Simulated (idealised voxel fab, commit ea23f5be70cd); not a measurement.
This is a process module. Its name is voxel wiring stack.
Shown is cross-section cut, with a width of 215 nm and square cells of size 5 nm.
Format of a cross-section: grid, square cells. Given as bands. Order: top down. Band: one or more rows of cells.
A band entry consists of two parts. The first gives the height of the band's top and the height of its bottom, in nm. The rest lists the band's materials from left to right, each with its width in nm. A single material labelled with the word "edge to edge" fills the band from edge to edge, and the word "empty" marks empty space.
All heights in this document are referenced to 0, defined as the level beneath which the wafer, as received, consists entirely of one material. The lowest band is not bounded below; it extends indefinitely downward and is written in the form "0..down".
The notation "30 to 40" denotes a width that varies across the rows of cells in the band, beginning at the first number in the top row, finishing at the second number in the bottom row, and changing by an identical amount from each row to the next.
"all unchanged" after a step means that no cell of the cross-section changed.
The entry titled "Non-vented voids" provides the empty spaces that have no open way to the top, restricted to those of 8 cells or more. Each is presented as width x height at distance, the distance being measured from the left edge, with all three in nm.
Post-settings text on a step line: simulator's own remark regarding the step.
On any step carrying a mask, the "overlay nm" setting, if present on the step's line, tells how far right of its planned place the mask lay; negative values point to the left.
**So here's the lineup of process steps we planned**
1. op RECEIVE | material Si
2. op CONFORMAL_DEP | material SiO2 | thk nm 15
3. op DIRECTIONAL_DEP | material TiN | thk nm 5
4. op DIRECTIONAL_DEP | material Ru | thk nm 20
5. op DIRECTIONAL_DEP | material aC | thk nm 10
6. op PATTERN | tone cover | mask id METAL_1 | material resist | width nm 25 | pitch nm 50 | thk nm 30 | overlay nm 0
7. op DIRECTIONAL_ETCH | etch materials aC | depth nm 10
8. op STRIP | etch materials resist
9. op DIRECTIONAL_ETCH | etch materials Ru | depth nm 20
10. op DIRECTIONAL_ETCH | etch materials TiN | depth nm 5
11. op STRIP | etch materials aC
12. op FILL_DEP | material SiO2 | thk nm 10
13. op CMP | height nm 40
14. op CONFORMAL_DEP | material SiCN | thk nm 5
15. op DIRECTIONAL_DEP | material SiO2 | thk nm 20
16. op MASKED_ETCH | tone open | mask id PLUG_1 | width nm 15 | pitch nm 50 | etch materials SiO2 | depth nm 20 | overlay nm 0
17. op MASKED_ETCH | tone open | mask id PLUG_1 | width nm 15 | pitch nm 50 | etch materials SiCN | depth nm 5 | overlay nm 0
18. op EPI | material Ru | thk nm 10
19. op EPI | material Ru | thk nm 10
20. op EPI | material Ru | thk nm 5
21. op DIRECTIONAL_DEP | material TiN | thk nm 5
22. op DIRECTIONAL_DEP | material Ru | thk nm 15
23. op DIRECTIONAL_DEP | material aC | thk nm 10
24. op PATTERN | tone cover | mask id METAL_2 | material resist | width nm 25 | pitch nm 50 | thk nm 30 | overlay nm 0
25. op DIRECTIONAL_ETCH | etch materials aC | depth nm 10
26. op STRIP | etch materials resist
27. op DIRECTIONAL_ETCH | etch materials Ru | depth nm 15
28. op DIRECTIONAL_ETCH | etch materials TiN | depth nm 5
29. op STRIP | etch materials aC
30. op FILL_DEP | material SiO2 | thk nm 5
31. op CMP | height nm 85
32. op CONFORMAL_DEP | material SiCN | thk nm 5
33. op DIRECTIONAL_DEP | material lowk | thk nm 10
34. op MASKED_ETCH | tone open | mask id PLUG_2 | width nm 15 | pitch nm 50 | etch materials lowk | depth nm 10 | overlay nm 0
35. op MASKED_ETCH | tone open | mask id PLUG_2 | width nm 15 | pitch nm 50 | etch materials SiCN | depth nm 5 | overlay nm 0
36. op CONFORMAL_DEP | material TiN | thk nm 5
37. op FILL_DEP | material W | thk nm 5
38. op CMP | height nm 100
39. op CONFORMAL_DEP | material SiN | thk nm 5
40. op DIRECTIONAL_DEP | material SiO2 | thk nm 25
41. op PATTERN | tone open | mask id METAL_3 | material resist | width nm 25 | pitch nm 50 | thk nm 20 | overlay nm 0
42. op DIRECTIONAL_ETCH | etch materials SiO2 | depth nm 25
43. op DIRECTIONAL_ETCH | etch materials SiN | depth nm 5
44. op STRIP | etch materials resist
45. op CONFORMAL_DEP | material TiN | thk nm 5
46. op FILL_DEP | material Cu | thk nm 5
47. op CMP | height nm 130
48. op CONFORMAL_DEP | material SiCN | thk nm 5
49. op DIRECTIONAL_DEP | material SiO2 | thk nm 20
50. op MASKED_ETCH | tone open | mask id PLUG_3 | width nm 15 | etch materials SiO2 | depth nm 20 | overlay nm 0
51. op MASKED_ETCH | tone open | mask id PLUG_3 | width nm 15 | etch materials SiCN | depth nm 5 | overlay nm 0
52. op EPI | material Ru | thk nm 10
53. op EPI | material Ru | thk nm 10
54. op EPI | material Ru | thk nm 5
55. op CONFORMAL_DEP | material SiCN | thk nm 5
56. op DIRECTIONAL_DEP | material lowk | thk nm 25
57. op MASKED_ETCH | tone open | mask id METAL_4 | width nm 25 | pitch nm 50 | etch materials lowk | depth nm 25 | overlay nm 0
58. op MASKED_ETCH | tone open | mask id METAL_4 | width nm 25 | pitch nm 50 | etch materials SiCN | depth nm 5 | overlay nm 0
59. op CONFORMAL_DEP | material TiN | thk nm 5
60. op FILL_DEP | material Cu | thk nm 10
61. op CMP | height nm 185
62. op CONFORMAL_DEP | material SiN | thk nm 5
**First out of two wafers; run went to plan**
**Cross-section of the wafer upon arrival, representing the state reached after step 1**
> 0..down = Si edge to edge
> Non-vented voids: none
**After step 2: wafer cross-section**
> 15..0 = SiO2 edge to edge
> below 0: unchanged
**After step 3: wafer cross-section**
> 20..15 = TiN edge to edge
> below 15: unchanged
**After step 4: wafer cross-section**
> 40..20 = Ru edge to edge
> below 20: unchanged
**After step 5: wafer cross-section**
> 50..40 = aC edge to edge
> below 40: unchanged
**After step 6: wafer cross-section**
> 80..50 = empty 70 nm; resist 25 nm; empty 25 nm; resist 25 nm; empty 70 nm
> below 50: unchanged
**After step 7: wafer cross-section**
> 70..50 = empty 70 nm; resist 25 nm; empty 25 nm; resist 25 nm; empty 70 nm
> 50..40 = empty 70 nm; aC 25 nm; empty 25 nm; aC 25 nm; empty 70 nm
> below 40: unchanged
**After step 8: wafer cross-section**
> 50..40 = empty 70 nm; aC 25 nm; empty 25 nm; aC 25 nm; empty 70 nm
> below 40: unchanged
**After step 9: wafer cross-section**
> 50..40 = empty 70 nm; aC 25 nm; empty 25 nm; aC 25 nm; empty 70 nm
> 40..20 = empty 70 nm; Ru 25 nm; empty 25 nm; Ru 25 nm; empty 70 nm
> below 20: unchanged
**After step 10: wafer cross-section**
> 50..40 = empty 70 nm; aC 25 nm; empty 25 nm; aC 25 nm; empty 70 nm
> 40..20 = empty 70 nm; Ru 25 nm; empty 25 nm; Ru 25 nm; empty 70 nm
> 20..15 = empty 70 nm; TiN 25 nm; empty 25 nm; TiN 25 nm; empty 70 nm
> below 15: unchanged
**After step 11: wafer cross-section**
> 40..20 = empty 70 nm; Ru 25 nm; empty 25 nm; Ru 25 nm; empty 70 nm
> below 20: unchanged
**After step 12: wafer cross-section**
> 50..40 = SiO2 edge to edge
> 40..20 = SiO2 70 nm; Ru 25 nm; SiO2 25 nm; Ru 25 nm; SiO2 70 nm
> 20..15 = SiO2 70 nm; TiN 25 nm; SiO2 25 nm; TiN 25 nm; SiO2 70 nm
> below 15: unchanged
**After step 13: wafer cross-section**
> 40..20 = SiO2 70 nm; Ru 25 nm; SiO2 25 nm; Ru 25 nm; SiO2 70 nm
> below 20: unchanged
**After step 14: wafer cross-section**
> 45..40 = SiCN edge to edge
> below 40: unchanged
**After step 15: wafer cross-section**
> 65..45 = SiO2 edge to edge
> below 45: unchanged
**After step 16: wafer cross-section**
> 65..45 = SiO2 70 nm; empty 15 nm; SiO2 35 nm; empty 15 nm; SiO2 80 nm
> below 45: unchanged
**After step 17: wafer cross-section**
> 65..45 = SiO2 70 nm; empty 15 nm; SiO2 35 nm; empty 15 nm; SiO2 80 nm
> 45..40 = SiCN 70 nm; empty 15 nm; SiCN 35 nm; empty 15 nm; SiCN 80 nm
> below 40: unchanged
**After step 18: wafer cross-section**
> 65..50 = SiO2 70 nm; empty 15 nm; SiO2 35 nm; empty 15 nm; SiO2 80 nm
> 50..45 = SiO2 70 nm; Ru 15 nm; SiO2 35 nm; Ru 15 nm; SiO2 80 nm
> 45..40 = SiCN 70 nm; Ru 15 nm; SiCN 35 nm; Ru 15 nm; SiCN 80 nm
> below 40: unchanged
**After step 19: wafer cross-section**
> 65..60 = SiO2 70 nm; empty 15 nm; SiO2 35 nm; empty 15 nm; SiO2 80 nm
> 60..45 = SiO2 70 nm; Ru 15 nm; SiO2 35 nm; Ru 15 nm; SiO2 80 nm
> below 45: unchanged
**After step 20: wafer cross-section**
> 65..45 = SiO2 70 nm; Ru 15 nm; SiO2 35 nm; Ru 15 nm; SiO2 80 nm
> below 45: unchanged
**After step 21: wafer cross-section**
> 70..65 = TiN edge to edge
> below 65: unchanged
**After step 22: wafer cross-section**
> 85..70 = Ru edge to edge
> below 70: unchanged
**After step 23: wafer cross-section**
> 95..85 = aC edge to edge
> below 85: unchanged
**After step 24: wafer cross-section**
> 125..95 = empty 70 nm; resist 25 nm; empty 25 nm; resist 25 nm; empty 70 nm
> below 95: unchanged
**After step 25: wafer cross-section**
> 115..95 = empty 70 nm; resist 25 nm; empty 25 nm; resist 25 nm; empty 70 nm
> 95..85 = empty 70 nm; aC 25 nm; empty 25 nm; aC 25 nm; empty 70 nm
> below 85: unchanged
**After step 26: wafer cross-section**
> 95..85 = empty 70 nm; aC 25 nm; empty 25 nm; aC 25 nm; empty 70 nm
> below 85: unchanged
**After step 27: wafer cross-section**
> 95..85 = empty 70 nm; aC 25 nm; empty 25 nm; aC 25 nm; empty 70 nm
> 85..70 = empty 70 nm; Ru 25 nm; empty 25 nm; Ru 25 nm; empty 70 nm
> below 70: unchanged
**After step 28: wafer cross-section**
> 95..85 = empty 70 nm; aC 25 nm; empty 25 nm; aC 25 nm; empty 70 nm
> 85..70 = empty 70 nm; Ru 25 nm; empty 25 nm; Ru 25 nm; empty 70 nm
> 70..65 = empty 70 nm; TiN 25 nm; empty 25 nm; TiN 25 nm; empty 70 nm
> below 65: unchanged
**After step 29: wafer cross-section**
> 85..70 = empty 70 nm; Ru 25 nm; empty 25 nm; Ru 25 nm; empty 70 nm
> below 70: unchanged
**After step 30: wafer cross-section**
> 90..85 = SiO2 edge to edge
> 85..70 = SiO2 70 nm; Ru 25 nm; SiO2 25 nm; Ru 25 nm; SiO2 70 nm
> 70..65 = SiO2 70 nm; TiN 25 nm; SiO2 25 nm; TiN 25 nm; SiO2 70 nm
> below 65: unchanged
**After step 31: wafer cross-section**
> 85..70 = SiO2 70 nm; Ru 25 nm; SiO2 25 nm; Ru 25 nm; SiO2 70 nm
> below 70: unchanged
**After step 32: wafer cross-section**
> 90..85 = SiCN edge to edge
> below 85: unchanged
**After step 33: wafer cross-section**
> 100..90 = lowk edge to edge
> below 90: unchanged
**After step 34: wafer cross-section**
> 100..90 = lowk 70 nm; empty 15 nm; lowk 35 nm; empty 15 nm; lowk 80 nm
> below 90: unchanged
**After step 35: wafer cross-section**
> 100..90 = lowk 70 nm; empty 15 nm; lowk 35 nm; empty 15 nm; lowk 80 nm
> 90..85 = SiCN 70 nm; empty 15 nm; SiCN 35 nm; empty 15 nm; SiCN 80 nm
> below 85: unchanged
**After step 36: wafer cross-section**
> 105..100 = TiN 75 nm; empty 5 nm; TiN 45 nm; empty 5 nm; TiN 85 nm
> 100..90 = lowk 70 nm; TiN 5 nm; empty 5 nm; TiN 5 nm; lowk 35 nm; TiN 5 nm; empty 5 nm; TiN 5 nm; lowk 80 nm
> 90..85 = SiCN 70 nm; TiN 15 nm; SiCN 35 nm; TiN 15 nm; SiCN 80 nm
> below 85: unchanged
**After step 37: wafer cross-section**
> 110..105 = W edge to edge
> 105..100 = TiN 75 nm; W 5 nm; TiN 45 nm; W 5 nm; TiN 85 nm
> 100..90 = lowk 70 nm; TiN 5 nm; W 5 nm; TiN 5 nm; lowk 35 nm; TiN 5 nm; W 5 nm; TiN 5 nm; lowk 80 nm
> below 90: unchanged
**After step 38: wafer cross-section**
> 100..90 = lowk 70 nm; TiN 5 nm; W 5 nm; TiN 5 nm; lowk 35 nm; TiN 5 nm; W 5 nm; TiN 5 nm; lowk 80 nm
> below 90: unchanged
**After step 39: wafer cross-section**
> 105..100 = SiN edge to edge
> below 100: unchanged
**After step 40: wafer cross-section**
> 130..105 = SiO2 edge to edge
> below 105: unchanged
**After step 41: wafer cross-section**
> 150..130 = resist 70 nm; empty 25 nm; resist 25 nm; empty 25 nm; resist 70 nm
> below 130: unchanged
**After step 42: wafer cross-section**
> 150..130 = resist 70 nm; empty 25 nm; resist 25 nm; empty 25 nm; resist 70 nm
> 130..105 = SiO2 70 nm; empty 25 nm; SiO2 25 nm; empty 25 nm; SiO2 70 nm
> below 105: unchanged
**After step 43: wafer cross-section**
> 150..130 = resist 70 nm; empty 25 nm; resist 25 nm; empty 25 nm; resist 70 nm
> 130..105 = SiO2 70 nm; empty 25 nm; SiO2 25 nm; empty 25 nm; SiO2 70 nm
> 105..100 = SiN 70 nm; empty 25 nm; SiN 25 nm; empty 25 nm; SiN 70 nm
> below 100: unchanged
**After step 44: wafer cross-section**
> 130..105 = SiO2 70 nm; empty 25 nm; SiO2 25 nm; empty 25 nm; SiO2 70 nm
> below 105: unchanged
**After step 45: wafer cross-section**
> 135..130 = TiN 75 nm; empty 15 nm; TiN 35 nm; empty 15 nm; TiN 75 nm
> 130..105 = SiO2 70 nm; TiN 5 nm; empty 15 nm; TiN 5 nm; SiO2 25 nm; TiN 5 nm; empty 15 nm; TiN 5 nm; SiO2 70 nm
> 105..100 = SiN 70 nm; TiN 25 nm; SiN 25 nm; TiN 25 nm; SiN 70 nm
> below 100: unchanged
**After step 46: wafer cross-section**
> 140..135 = Cu edge to edge
> 135..130 = TiN 75 nm; Cu 15 nm; TiN 35 nm; Cu 15 nm; TiN 75 nm
> 130..105 = SiO2 70 nm; TiN 5 nm; Cu 15 nm; TiN 5 nm; SiO2 25 nm; TiN 5 nm; Cu 15 nm; TiN 5 nm; SiO2 70 nm
> below 105: unchanged
**After step 47: wafer cross-section**
> 130..105 = SiO2 70 nm; TiN 5 nm; Cu 15 nm; TiN 5 nm; SiO2 25 nm; TiN 5 nm; Cu 15 nm; TiN 5 nm; SiO2 70 nm
> below 105: unchanged
**After step 48: wafer cross-section**
> 135..130 = SiCN edge to edge
> below 130: unchanged
**After step 49: wafer cross-section**
> 155..135 = SiO2 edge to edge
> below 135: unchanged
**After step 50: wafer cross-section**
> 155..135 = SiO2 70 nm; empty 15 nm; SiO2 130 nm
> below 135: unchanged
**After step 51: wafer cross-section**
> 155..135 = SiO2 70 nm; empty 15 nm; SiO2 130 nm
> 135..130 = SiCN 70 nm; empty 15 nm; SiCN 130 nm
> below 130: unchanged
**After step 52: wafer cross-section**
> 155..140 = SiO2 70 nm; empty 15 nm; SiO2 130 nm
> 140..135 = SiO2 70 nm; Ru 15 nm; SiO2 130 nm
> 135..130 = SiCN 70 nm; Ru 15 nm; SiCN 130 nm
> below 130: unchanged
**After step 53: wafer cross-section**
> 155..150 = SiO2 70 nm; empty 15 nm; SiO2 130 nm
> 150..135 = SiO2 70 nm; Ru 15 nm; SiO2 130 nm
> below 135: unchanged
**After step 54: wafer cross-section**
> 155..135 = SiO2 70 nm; Ru 15 nm; SiO2 130 nm
> below 135: unchanged
**After step 55: wafer cross-section**
> 160..155 = SiCN edge to edge
> below 155: unchanged
**After step 56: wafer cross-section**
> 185..160 = lowk edge to edge
> below 160: unchanged
**After step 57: wafer cross-section**
> 185..160 = lowk 70 nm; empty 25 nm; lowk 25 nm; empty 25 nm; lowk 70 nm
> below 160: unchanged
**After step 58: wafer cross-section**
> 185..160 = lowk 70 nm; empty 25 nm; lowk 25 nm; empty 25 nm; lowk 70 nm
> 160..155 = SiCN 70 nm; empty 25 nm; SiCN 25 nm; empty 25 nm; SiCN 70 nm
> below 155: unchanged
**After step 59: wafer cross-section**
> 190..185 = TiN 75 nm; empty 15 nm; TiN 35 nm; empty 15 nm; TiN 75 nm
> 185..160 = lowk 70 nm; TiN 5 nm; empty 15 nm; TiN 5 nm; lowk 25 nm; TiN 5 nm; empty 15 nm; TiN 5 nm; lowk 70 nm
> 160..155 = SiCN 70 nm; TiN 25 nm; SiCN 25 nm; TiN 25 nm; SiCN 70 nm
> below 155: unchanged
**After step 60: wafer cross-section**
> 200..190 = Cu edge to edge
> 190..185 = TiN 75 nm; Cu 15 nm; TiN 35 nm; Cu 15 nm; TiN 75 nm
> 185..160 = lowk 70 nm; TiN 5 nm; Cu 15 nm; TiN 5 nm; lowk 25 nm; TiN 5 nm; Cu 15 nm; TiN 5 nm; lowk 70 nm
> below 160: unchanged
**After step 61: wafer cross-section**
> 185..160 = lowk 70 nm; TiN 5 nm; Cu 15 nm; TiN 5 nm; lowk 25 nm; TiN 5 nm; Cu 15 nm; TiN 5 nm; lowk 70 nm
> below 160: unchanged
**After step 62: wafer cross-section**
> 190..185 = SiN edge to edge
> below 185: unchanged
**Second wafer - shared start and plan with the first - one error in running - same as the first up to step 40 inclusive**
**Cross-section of the second wafer corresponding to the planned conclusion of step 41**
> 150..130 = resist 80 nm; empty 25 nm; resist 25 nm; empty 25 nm; resist 60 nm
> below 130: unchanged
**Cross-section of the second wafer corresponding to the planned conclusion of step 42**
> 150..130 = resist 80 nm; empty 25 nm; resist 25 nm; empty 25 nm; resist 60 nm
> 130..105 = SiO2 80 nm; empty 25 nm; SiO2 25 nm; empty 25 nm; SiO2 60 nm
> below 105: unchanged
**Cross-section of the second wafer corresponding to the planned conclusion of step 43**
> 150..130 = resist 80 nm; empty 25 nm; resist 25 nm; empty 25 nm; resist 60 nm
> 130..105 = SiO2 80 nm; empty 25 nm; SiO2 25 nm; empty 25 nm; SiO2 60 nm
> 105..100 = SiN 80 nm; empty 25 nm; SiN 25 nm; empty 25 nm; SiN 60 nm
> below 100: unchanged
**Cross-section of the second wafer corresponding to the planned conclusion of step 44**
> 130..105 = SiO2 80 nm; empty 25 nm; SiO2 25 nm; empty 25 nm; SiO2 60 nm
> below 105: unchanged
**Cross-section of the second wafer corresponding to the planned conclusion of step 45**
> 135..130 = TiN 85 nm; empty 15 nm; TiN 35 nm; empty 15 nm; TiN 65 nm
> 130..105 = SiO2 80 nm; TiN 5 nm; empty 15 nm; TiN 5 nm; SiO2 25 nm; TiN 5 nm; empty 15 nm; TiN 5 nm; SiO2 60 nm
> 105..100 = SiN 80 nm; TiN 25 nm; SiN 25 nm; TiN 25 nm; SiN 60 nm
> below 100: unchanged
**Cross-section of the second wafer corresponding to the planned conclusion of step 46**
> 140..135 = Cu edge to edge
> 135..130 = TiN 85 nm; Cu 15 nm; TiN 35 nm; Cu 15 nm; TiN 65 nm
> 130..105 = SiO2 80 nm; TiN 5 nm; Cu 15 nm; TiN 5 nm; SiO2 25 nm; TiN 5 nm; Cu 15 nm; TiN 5 nm; SiO2 60 nm
> below 105: unchanged
**Cross-section of the second wafer corresponding to the planned conclusion of step 47**
> 130..105 = SiO2 80 nm; TiN 5 nm; Cu 15 nm; TiN 5 nm; SiO2 25 nm; TiN 5 nm; Cu 15 nm; TiN 5 nm; SiO2 60 nm
> below 105: unchanged
**Cross-section of the second wafer corresponding to the planned conclusion of step 48**
> 135..130 = SiCN edge to edge
> below 130: unchanged
**Cross-section of the second wafer corresponding to the planned conclusion of step 49**
> 155..135 = SiO2 edge to edge
> below 135: unchanged
**Cross-section of the second wafer corresponding to the planned conclusion of step 50**
> 155..135 = SiO2 70 nm; empty 15 nm; SiO2 130 nm
> below 135: unchanged
**Cross-section of the second wafer corresponding to the planned conclusion of step 51**
> 155..135 = SiO2 70 nm; empty 15 nm; SiO2 130 nm
> 135..130 = SiCN 70 nm; empty 15 nm; SiCN 130 nm
> below 130: unchanged
**Cross-section of the second wafer corresponding to the planned conclusion of step 52**
> 155..140 = SiO2 70 nm; empty 15 nm; SiO2 130 nm
> 140..135 = SiO2 70 nm; Ru 15 nm; SiO2 130 nm
> 135..130 = SiCN 70 nm; Ru 15 nm; SiCN 130 nm
> below 130: unchanged
**Cross-section of the second wafer corresponding to the planned conclusion of step 53**
> 155..150 = SiO2 70 nm; empty 15 nm; SiO2 130 nm
> 150..135 = SiO2 70 nm; Ru 15 nm; SiO2 130 nm
> below 135: unchanged
**Cross-section of the second wafer corresponding to the planned conclusion of step 54**
> 155..135 = SiO2 70 nm; Ru 15 nm; SiO2 130 nm
> below 135: unchanged
**Cross-section of the second wafer corresponding to the planned conclusion of step 55**
> 160..155 = SiCN edge to edge
> below 155: unchanged
**Cross-section of the second wafer corresponding to the planned conclusion of step 56**
> 185..160 = lowk edge to edge
> below 160: unchanged
**Cross-section of the second wafer corresponding to the planned conclusion of step 57**
> 185..160 = lowk 70 nm; empty 25 nm; lowk 25 nm; empty 25 nm; lowk 70 nm
> below 160: unchanged
**Cross-section of the second wafer corresponding to the planned conclusion of step 58**
> 185..160 = lowk 70 nm; empty 25 nm; lowk 25 nm; empty 25 nm; lowk 70 nm
> 160..155 = SiCN 70 nm; empty 25 nm; SiCN 25 nm; empty 25 nm; SiCN 70 nm
> below 155: unchanged
**Cross-section of the second wafer corresponding to the planned conclusion of step 59**
> 190..185 = TiN 75 nm; empty 15 nm; TiN 35 nm; empty 15 nm; TiN 75 nm
> 185..160 = lowk 70 nm; TiN 5 nm; empty 15 nm; TiN 5 nm; lowk 25 nm; TiN 5 nm; empty 15 nm; TiN 5 nm; lowk 70 nm
> 160..155 = SiCN 70 nm; TiN 25 nm; SiCN 25 nm; TiN 25 nm; SiCN 70 nm
> below 155: unchanged
**Cross-section of the second wafer corresponding to the planned conclusion of step 60**
> 200..190 = Cu edge to edge
> 190..185 = TiN 75 nm; Cu 15 nm; TiN 35 nm; Cu 15 nm; TiN 75 nm
> 185..160 = lowk 70 nm; TiN 5 nm; Cu 15 nm; TiN 5 nm; lowk 25 nm; TiN 5 nm; Cu 15 nm; TiN 5 nm; lowk 70 nm
> below 160: unchanged
**Cross-section of the second wafer corresponding to the planned conclusion of step 61**
> 185..160 = lowk 70 nm; TiN 5 nm; Cu 15 nm; TiN 5 nm; lowk 25 nm; TiN 5 nm; Cu 15 nm; TiN 5 nm; lowk 70 nm
> below 160: unchanged
**Cross-section of the second wafer corresponding to the planned conclusion of step 62**
> 190..185 = SiN edge to edge
> below 185: unchanged
What was the processing mistake? step 41 ran differently from the plan; actual operation with settings: op PATTERN | tone open | mask id METAL_3 | material resist | width nm 25 | pitch nm 50 | thk nm 20 | overlay nm 10
Both wafers, final: cells per material equal; arrangement not.
